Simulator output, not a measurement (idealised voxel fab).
process module | voxel gate over fins
cross-section cut | 280 nm wide | cells 5 nm
A cross-section is a grid of square cells, given in bands from the top down. A band is one or more rows of cells.
Each band's line starts with the height of the band's top and of its bottom, in nm. Then come its materials from left to right, each with its width in nm. One material with "throughout" fills the band from edge to edge. "air" is empty space.
Height 0 is the level under which the wafer as received is all one material. The lowest band goes on downwards, as in "0 down".
A width such as "30 to 40" changes by the same amount from each row of cells to the next, from the band's top row to its bottom row.
"no change" after a step means that no cell of the cross-section changed.
closed voids: empty space of 8 cells or more with no open way to the top, each as width x height at its distance from the left edge, in nm
after a step's settings: what the simulator itself notes on the step
overlay nm, on a step with a mask: how far to the right of its planned place the mask lay; to the left if negative
plan
1 op RECEIVE | material Si
2 op CONFORMAL_DEP | material SiN | thk nm 5
3 op PATTERN | tone cover | mask id FINS | material resist | width nm 15 | pitch nm 45 | thk nm 20 | overlay nm 0
4 op DIRECTIONAL_ETCH | etch materials SiN | depth nm 5
5 op DIRECTIONAL_ETCH | etch materials Si | depth nm 35
6 op STRIP | etch materials resist
7 op FILL_DEP | material SiO2 | thk nm 15
8 op CMP | height nm 5
9 op SELECTIVE_ETCH | etch materials SiO2 | depth nm 20
10 op STRIP | etch materials SiN
11 op CONFORMAL_DEP | material HfO2 | thk nm 5
12 op CONFORMAL_DEP | material TiN | thk nm 5
13 op CONFORMAL_DEP | material TiAl | thk nm 5
14 op CONFORMAL_DEP | material TiN | thk nm 5
15 op FILL_DEP | material W | thk nm 10
16 op CMP | height nm 25
17 op CONFORMAL_DEP | material SiN | thk nm 10
as received, after step 1
  0 down: Si throughout
  closed voids: none
a wafer at the end: this start, this plan, one mistake
  35 to 25: SiN throughout
  25 to 20: W throughout
  20 to 15: W 90 | TiN 105 | W 85
  15 to 10: W 90 | TiN 5 | TiAl 95 | TiN 5 | W 85
  10 to 5: W 90 | TiN 5 | TiAl 5 | TiN 40 | TiAl 5 | TiN 40 | TiAl 5 | TiN 5 | W 85
  5 to 0: TiN 95 | TiAl 5 | TiN 5 | HfO2 30 | TiN 5 | TiAl 5 | TiN 5 | HfO2 30 | TiN 5 | TiAl 5 | TiN 90
  0 to -5: TiAl 100 | TiN 5 | HfO2 5 | Si 20 | HfO2 5 | TiN 5 | TiAl 5 | TiN 5 | HfO2 5 | Si 20 | HfO2 5 | TiN 5 | TiAl 95
  -5 to -10: TiN 105 | HfO2 5 | Si 20 | HfO2 5 | TiN 15 | HfO2 5 | Si 20 | HfO2 5 | TiN 100
  -10 to -15: HfO2 110 | Si 20 | HfO2 25 | Si 20 | HfO2 105
  -15 to -35: SiO2 110 | Si 20 | SiO2 25 | Si 20 | SiO2 105
  -35 down: Si throughout
  closed voids: none
what went wrong: step 3 ran as: op PATTERN | tone cover | mask id FINS | material resist | width nm 20 | pitch nm 45 | thk nm 20 | overlay nm 0
